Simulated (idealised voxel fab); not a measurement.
Presented below is a process module, voxel released beams.
Section cut is 180 nm wide and gridded with 5 nm square cells.
Notation: cross-section as square-cell grid; stated in bands, top first, going down; one or more cell rows per band.
First you get the band's top height and its bottom height, in nm, and then the materials it's made of, left to right, with each width in nm. If you see a single material with "full width", that one covers the band edge to edge. "blank" is empty space.
The level at which height equals 0 is the one under which the wafer, as it arrives, is entirely one material. No lower edge exists for the bottom band, which continues downward and is notated as in "top 0, no bottom".
The notation "30..40" denotes a width that varies across the rows of cells in the band, beginning at the first number in the top row, finishing at the second number in the bottom row, and changing by an identical amount from each row to the next.
What does "no modification" mean for a step? It means no cell of the cross-section changed in that step.
"Completely sealed voids" enumerates empty spaces isolated from the top, with no open way to it, that contain at least 8 cells, giving each as width x height at distance from the left edge, all three in nm.
It should be noted that, on the line of a given step, the content following the step's settings is a remark produced by the simulator itself with respect to that step.
overlay nm: mask right of planned place by this much (step with mask). Neg. = left.
Process steps (planned):
- 1: op RECEIVE | material Si
- 2: op CONFORMAL_DEP | material SiN | thk nm 5
- 3: op DIRECTIONAL_DEP | material SiO2 | thk nm 10
- 4: op MASKED_ETCH | tone open | mask id ANCHOR | width nm 35 | etch materials SiO2 | depth nm 10 | overlay nm 0
- 5: op CONFORMAL_DEP | material TiN | thk nm 10
- 6: op MASKED_ETCH | tone cover | mask id BEAM | width nm 80 | etch materials TiN | depth nm 10 | overlay nm -15
- 7: op STRIP | etch materials SiO2
Wafer-to-wafer difference: overlay nm, step 6. Common start. Plan = first wafer's value.
The first of several wafers as received, shown in cross-section; this is its state after step 1:
* top 0, no bottom: Si full width
* Completely sealed voids: none
Every row in this table is a wafer at the end of the module, and it gives, for each of the materials, the cells that wafer has gained (+) or lost (-) since it was received, then its closed voids:
overlay nm -15; +36 SiN; +40 TiN; Completely sealed voids: none
overlay nm -10; +36 SiN; +40 TiN; Completely sealed voids: none
overlay nm -5; +36 SiN; +40 TiN; Completely sealed voids: none
overlay nm 0; +36 SiN; +40 TiN; Completely sealed voids: none
overlay nm 5; +36 SiN; +40 TiN; Completely sealed voids: none
overlay nm 10; +36 SiN; +40 TiN; Completely sealed voids: none
overlay nm 15; +36 SiN; +40 TiN; Completely sealed voids: none
